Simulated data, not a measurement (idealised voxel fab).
Title: Process Module voxel tone inversion
The figure presents cross-section cut, which has a width of 300 nm and is divided into square cells with an edge length of 5 nm.
If you're reading a cross-section in this doc, picture square cells in a grid; it comes to you as bands, top ones listed first down to the bottom, and a band can be one or more rows of cells. Band: top height; bottom height; in nm. Then, left to right: material with width in nm, for each material. "everywhere": a single material spanning edge to edge. "blank": empty space. It should be noted that heights are counted from 0, beneath which the wafer as supplied is of one material throughout, and that the lowest band possesses no lower boundary but continues downward, as written in "0 nm and below". Width spec "30 to 40" -> top row of cells at first value, bottom row at second value, equal per-row change in between. Step note "nothing different" = no cross-section cell changed. This entry, "Closed void list", enumerates those empty regions of no fewer than 8 cells that possess no open connection to the top. Each region is reported in the form width x height at distance, the distance being taken from the left edge, with all three quantities expressed in nm. It should be noted that, on the line of a given step, the content following the step's settings is a remark produced by the simulator itself with respect to that step. The setting "overlay nm" may be written on the line of a step. When the step uses a mask, the value reports how far to the right of the planned place the mask lay, and a negative value reports that it lay to the left.
[List of planned process steps]
- 1: RECEIVE (material Si)
- 2: CONFORMAL_DEP (material SiN; thk nm 10)
- 3: DIRECTIONAL_DEP (material aC; thk nm 25)
- 4: PATTERN (tone cover; mask id POSTS; material resist; width nm 20; pitch nm 35; thk nm 35; overlay nm 0)
- 5: DIRECTIONAL_ETCH (etch materials aC; depth nm 25)
- 6: STRIP (etch materials resist)
- 7: FILL_DEP (material SiO2; thk nm 5)
- 8: CMP (height nm 35)
- 9: STRIP (etch materials aC)
[Cross-section of the wafer as it came to us, i.e., already through step 1]
  0 nm and below = Si everywhere
  Closed void list: none
[Run as planned - first of the two wafers cross-sectioned at the end of the module]
  35 nm to 10 nm = 120 nm SiO2 / 20 nm blank / 15 nm SiO2 / 20 nm blank / 125 nm SiO2
  10 nm to 0 nm = SiN everywhere
  0 nm and below = Si everywhere
  Closed void list: none
[Presented here is a cross-section of the second of the two wafers as it stood at the end of the module. It was started in the same manner and assigned the same plan as the first wafer; however, one mistake was made in its execution]
  35 nm to 25 nm = SiN everywhere
  25 nm to 0 nm = aC everywhere
  0 nm and below = Si everywhere
  Closed void list: none
Against the plan, the run slipped here: step 2 ran in the slot meant for step 3, and vice versa
Materials where the second wafer ends with more or fewer cells than the first: SiO2 -260 | aC +300
